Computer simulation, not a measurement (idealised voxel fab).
process module | voxel gate over fins
cross-section cut | 240 nm wide | cells 5 nm
A cross-section is a grid of square cells, given in bands from the top down. A band is one or more rows of cells.
Each band's line starts with the height of the band's top and of its bottom, in nm. Then come its materials from left to right, each with its width in nm. One material with "throughout" fills the band from edge to edge. "air" is empty space.
Height 0 is the level under which the wafer as received is all one material. The lowest band goes on downwards, as in "0 down".
A width such as "30 to 40" changes by the same amount from each row of cells to the next, from the band's top row to its bottom row.
"no change" after a step means that no cell of the cross-section changed.
closed voids: empty space of 8 cells or more with no open way to the top, each as width x height at its distance from the left edge, in nm
after a step's settings: what the simulator itself notes on the step
overlay nm, on a step with a mask: how far to the right of its planned place the mask lay; to the left if negative
plan
1 op RECEIVE | material Si
2 op CONFORMAL_DEP | material SiN | thk nm 10
3 op PATTERN | tone cover | mask id FINS | material resist | width nm 15 | pitch nm 60 | thk nm 20 | overlay nm 0
4 op DIRECTIONAL_ETCH | etch materials SiN | depth nm 10
5 op DIRECTIONAL_ETCH | etch materials Si | depth nm 40
6 op STRIP | etch materials resist
7 op OXIDIZE | depth nm 5
8 op FILL_DEP | material SiO2 | thk nm 15
9 op CMP | height nm 10
10 op PATTERN | tone open | mask id RAIL | material resist | width nm 15 | thk nm 15 | overlay nm 0
11 op DIRECTIONAL_ETCH | etch materials SiO2 | depth nm 45
12 op STRIP | etch materials resist
13 op CONFORMAL_DEP | material TiN | thk nm 5
14 op FILL_DEP | material Ru | thk nm 10
15 op CMP | height nm 10
16 op SELECTIVE_ETCH | etch materials W Ru TiN | depth nm 30
17 op FILL_DEP | material SiO2 | thk nm 5
18 op CMP | height nm 10
19 op SELECTIVE_ETCH | etch materials SiO2 | depth nm 20
20 op STRIP | etch materials SiN
21 op CONFORMAL_DEP | material HfO2 | thk nm 5
22 op CONFORMAL_DEP | material TiN | thk nm 5
23 op CONFORMAL_DEP | material TiAl | thk nm 5
24 op CONFORMAL_DEP | material TiN | thk nm 5
25 op FILL_DEP | material W | thk nm 15
26 op CMP | height nm 30
27 op CONFORMAL_DEP | material SiN | thk nm 5
as received, after step 1
  0 down: Si throughout
  closed voids: none
a wafer at the end: this start, this plan, one mistake
  35 to 30: SiN throughout
  30 to 20: W throughout
  20 to 15: W 35 | TiN 45 | W 15 | TiN 45 | W 15 | TiN 45 | W 40
  15 to 10: W 35 | TiN 5 | TiAl 35 | TiN 5 | W 15 | TiN 5 | TiAl 35 | TiN 5 | W 15 | TiN 5 | TiAl 35 | TiN 5 | W 40
  10 to 5: TiN 40 | TiAl 5 | TiN 25 | TiAl 5 | TiN 25 | TiAl 5 | TiN 25 | TiAl 5 | TiN 25 | TiAl 5 | TiN 25 | TiAl 5 | TiN 45
  5 to 0: TiAl 45 | TiN 5 | HfO2 15 | TiN 5 | TiAl 35 | TiN 5 | HfO2 15 | TiN 5 | TiAl 35 | TiN 5 | HfO2 15 | TiN 5 | TiAl 50
  0 to -5: TiN 50 | HfO2 5 | Si 5 | HfO2 5 | TiN 45 | HfO2 5 | Si 5 | HfO2 5 | TiN 45 | HfO2 5 | Si 5 | HfO2 5 | TiN 55
  -5 to -10: HfO2 55 | Si 5 | HfO2 55 | Si 5 | HfO2 55 | Si 5 | HfO2 60
  -10 to -20: SiO2 55 | Si 5 | SiO2 55 | Si 5 | SiO2 55 | Si 5 | SiO2 60
  -20 to -30: SiO2 55 | Si 5 | SiO2 20 | TiN 5 | Ru 10 | TiN 5 | SiO2 15 | Si 5 | SiO2 55 | Si 5 | SiO2 60
  -30 to -35: SiO2 55 | Si 5 | SiO2 20 | TiN 20 | SiO2 15 | Si 5 | SiO2 55 | Si 5 | SiO2 60
  -35 to -45: SiO2 55 | Si 5 | SiO2 55 | Si 5 | SiO2 55 | Si 5 | SiO2 60
  -45 down: Si throughout
  closed voids: none
what went wrong: step 10 ran as: op PATTERN | tone open | mask id RAIL | material resist | width nm 20 | thk nm 15 | overlay nm 0
